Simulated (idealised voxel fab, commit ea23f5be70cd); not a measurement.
You're looking at the process module voxel released beams.
We display cut, a cross-section 245 nm in width whose square cells are each 5 nm.
A cross-section in this document is a grid of square cells, and it is written down as bands, the top band listed before the ones below it; a band is made up of one or more rows of cells. Basically the band line says how high the top is and how high the bottom is, in nm, and then what's in it from left to right, every material with its width in nm. Empty space shows up as "blank", and if a single material carries "all across" it runs the full band edge to edge. Below 0: as-received wafer, all one material; heights counted from there. Lowest band: no bottom, goes on down, written "from 0 down". A two-number width, for instance "30..40", indicates that the width is equal to the first number in the top row of the band and to the second number in the bottom row, and that it changes by a constant amount per row of cells. Where a step carries "nothing was modified", the cross-section came out of it unchanged, cell for cell. "Enclosed cavity list" contains a list of empty spaces, each no smaller than 8 cells and without an open way to the top, written in the form width x height at distance with the distance from the left edge and all three in nm. If you see something after the settings on a step's line, that's the simulator's own remark about that step. The setting "overlay nm" may be written on the line of a step. When the step uses a mask, the value reports how far to the right of the planned place the mask lay, and a negative value reports that it lay to the left.
-- The following list gives the planned process steps
1 RECEIVE, material Si
2 CONFORMAL_DEP, material SiN, thk nm 10
3 DIRECTIONAL_DEP, material SiO2, thk nm 15
4 PATTERN, tone open, mask id ANCHOR, material resist, width nm 45, thk nm 15, overlay nm 0
5 DIRECTIONAL_ETCH, etch materials SiO2, depth nm 15
6 STRIP, etch materials resist
7 CONFORMAL_DEP, material TiN, thk nm 15
8 PATTERN, tone cover, mask id BEAM, material resist, width nm 95, thk nm 15, overlay nm 0
9 DIRECTIONAL_ETCH, etch materials TiN, depth nm 15
10 STRIP, etch materials resist
11 STRIP, etch materials SiO2
-- The first of a set of two wafers, run to plan
-- Incoming wafer in cross-section (state: after step 1)
> from 0 down = Si all across
> Enclosed cavity list: none
-- Cross-section of the wafer subsequent to step 2
> from 10 to 0 = SiN all across
> Unchanged below 0.
-- Cross-section of the wafer subsequent to step 3
> from 25 to 10 = SiO2 all across
> Unchanged below 10.
-- Cross-section of the wafer subsequent to step 4
> from 40 to 25 = resist: 75; blank: 45; resist: 125
> Unchanged below 25.
-- Cross-section of the wafer subsequent to step 5
> from 40 to 25 = resist: 75; blank: 45; resist: 125
> from 25 to 10 = SiO2: 75; blank: 45; SiO2: 125
> Unchanged below 10.
-- Cross-section of the wafer subsequent to step 6
> from 25 to 10 = SiO2: 75; blank: 45; SiO2: 125
> Unchanged below 10.
-- Cross-section of the wafer subsequent to step 7
> from 40 to 25 = TiN: 90; blank: 15; TiN: 140
> from 25 to 10 = SiO2: 75; TiN: 45; SiO2: 125
> Unchanged below 10.
-- Cross-section of the wafer subsequent to step 8
> from 55 to 40 = blank: 70; resist: 95; blank: 80
> from 40 to 25 = TiN: 90; resist: 15; TiN: 140
> Unchanged below 25.
-- Cross-section of the wafer subsequent to step 9
> from 55 to 40 = blank: 70; resist: 95; blank: 80
> from 40 to 25 = blank: 70; TiN: 20; resist: 15; TiN: 60; blank: 80
> Unchanged below 25.
-- Cross-section of the wafer subsequent to step 10
> from 40 to 25 = blank: 70; TiN: 20; blank: 15; TiN: 60; blank: 80
> Unchanged below 25.
-- Cross-section of the wafer subsequent to step 11
> from 40 to 25 = blank: 70; TiN: 20; blank: 15; TiN: 60; blank: 80
> from 25 to 10 = blank: 75; TiN: 45; blank: 125
> Unchanged below 10.
-- Wafer two. Identical start, identical plan. One mistake in execution. Identical history through step 6
-- Cross-section: second wafer, time at which step 7 was scheduled to end
> from 50 to 25 = TiN all across
> from 25 to 10 = SiO2: 75; TiN: 45; SiO2: 125
> Unchanged below 10.
-- Cross-section: second wafer, time at which step 8 was scheduled to end
> from 65 to 50 = blank: 70; resist: 95; blank: 80
> Unchanged below 50.
-- Cross-section: second wafer, time at which step 9 was scheduled to end
> from 65 to 50 = blank: 70; resist: 95; blank: 80
> from 50 to 35 = blank: 70; TiN: 95; blank: 80
> Unchanged below 35.
-- Cross-section: second wafer, time at which step 10 was scheduled to end
> from 50 to 35 = blank: 70; TiN: 95; blank: 80
> Unchanged below 35.
Cross-section: second wafer, time at which step 11 was scheduled to end: nothing was modified
Processing error: note that step 7 departed from the planned setting and was carried out as CONFORMAL_DEP, material TiN, thk nm 25
Per the end-of-run cell counts, the second wafer holds more or fewer of some materials than the first: SiO2: 120 more, TiN: 107 more
